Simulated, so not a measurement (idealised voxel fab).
This section sets out a process module, namely voxel capacitor over wiring.
cross-section cut | 255 nm wide | cells 5 nm
Heads up, the way a cross-section reads in here is a grid of square cells, handed over as bands from the top down, with every band being one or more rows of cells. First you get the band's top height and its bottom height, in nm, and then the materials it's made of, left to right, with each width in nm. If you see a single material with "edge to edge", that one covers the band edge to edge. "empty" is empty space. For the purposes of this specification, 0 denotes the height below which the wafer in its as-received condition is composed wholly of one material, and the lowermost band, lacking a lower limit, extends downward without end, as expressed in "0 -> down". The notation "30 to 40" denotes a width that varies across the rows of cells in the band, beginning at the first number in the top row, finishing at the second number in the bottom row, and changing by an identical amount from each row to the next. "left unchanged" after a step means that no cell of the cross-section changed. The entry titled "Closed void list" provides the empty spaces that have no open way to the top, restricted to those of 8 cells or more. Each is presented as width x height at distance, the distance being measured from the left edge, with all three in nm. Read whatever lies past the settings on a step's line as the simulator's own remark about the step. "overlay nm" on a masked step: distance the mask lay right of its planned place, negative for left.
Set out below are the planned steps of the process:
1: RECEIVE [material Si]
2: CONFORMAL_DEP [material SiO2] [thk nm 15]
3: CONFORMAL_DEP [material SiN] [thk nm 5]
4: DIRECTIONAL_DEP [material lowk] [thk nm 15]
5: PATTERN [tone open] [mask id METAL_1] [material resist] [width nm 30] [pitch nm 90] [thk nm 15] [overlay nm 0]
6: DIRECTIONAL_ETCH [etch materials lowk] [depth nm 15]
7: DIRECTIONAL_ETCH [etch materials SiN] [depth nm 5]
8: STRIP [etch materials resist]
9: CONFORMAL_DEP [material TiN] [thk nm 5]
10: FILL_DEP [material Ru] [thk nm 10]
11: CMP [height nm 35]
12: CONFORMAL_DEP [material SiCN] [thk nm 5]
13: DIRECTIONAL_DEP [material lowk] [thk nm 10]
14: MASKED_ETCH [tone open] [mask id PLUG_1] [width nm 15] [etch materials lowk] [depth nm 10] [overlay nm 0]
15: MASKED_ETCH [tone open] [mask id PLUG_1] [width nm 15] [etch materials SiCN] [depth nm 5] [overlay nm 0]
16: CONFORMAL_DEP [material TiN] [thk nm 5]
17: FILL_DEP [material Ru] [thk nm 5]
18: CMP [height nm 50]
19: DIRECTIONAL_DEP [material TiN] [thk nm 5]
20: DIRECTIONAL_DEP [material HfO2] [thk nm 5]
21: DIRECTIONAL_DEP [material TiN] [thk nm 5]
22: PATTERN [tone cover] [mask id UPPER_PLATE] [material resist] [width nm 65] [thk nm 15] [overlay nm 0]
23: DIRECTIONAL_ETCH [etch materials TiN] [depth nm 5]
24: DIRECTIONAL_ETCH [etch materials HfO2] [depth nm 5]
25: STRIP [etch materials resist]
26: MASKED_ETCH [tone cover] [mask id LOWER_PLATE] [width nm 75] [etch materials TiN] [depth nm 5] [overlay nm 0]
27: FILL_DEP [material SiO2] [thk nm 15]
28: CMP [height nm 75]
29: PATTERN [tone open] [mask id PLUG_2] [material resist] [width nm 15] [thk nm 15] [overlay nm 0]
30: DIRECTIONAL_ETCH [etch materials SiO2] [depth nm 10]
31: STRIP [etch materials resist]
32: CONFORMAL_DEP [material TiN] [thk nm 5]
33: FILL_DEP [material Cu] [thk nm 5]
34: CMP [height nm 75]
35: CONFORMAL_DEP [material SiCN] [thk nm 5]
Cross-sectional view of the wafer in its as-received condition, corresponding to the state after step 1:
	0 -> down = Si edge to edge
	Closed void list: none
The plan above was carried out on the starting structure above with one mistake, and this cross-section shows the wafer at the end of the module:
	80 -> 75 = SiCN edge to edge
	75 -> 70 = 85 Cu / 5 TiN / 15 SiO2 / 5 TiN / 145 Cu
	70 -> 65 = 90 TiN / 15 SiO2 / 150 TiN
	65 -> 60 = 80 SiO2 / 65 TiN / 110 SiO2
	60 -> 55 = 80 SiO2 / 65 HfO2 / 110 SiO2
	55 -> 50 = 75 SiO2 / 75 TiN / 105 SiO2
	50 -> 40 = 80 lowk / 5 TiN / 5 Ru / 5 TiN / 160 lowk
	40 -> 35 = 80 SiCN / 15 TiN / 160 SiCN
	35 -> 20 = 65 lowk / 5 TiN / 20 Ru / 5 TiN / 60 lowk / 5 TiN / 20 Ru / 5 TiN / 70 lowk
	20 -> 15 = 65 SiN / 30 TiN / 60 SiN / 30 TiN / 70 SiN
	15 -> 0 = SiO2 edge to edge
	0 -> down = Si edge to edge
	Closed void list: none
Nonconformance to the process plan: contrary to plan, step 29 was performed as PATTERN [tone cover] [mask id PLUG_2] [material resist] [width nm 15] [thk nm 15] [overlay nm 0]
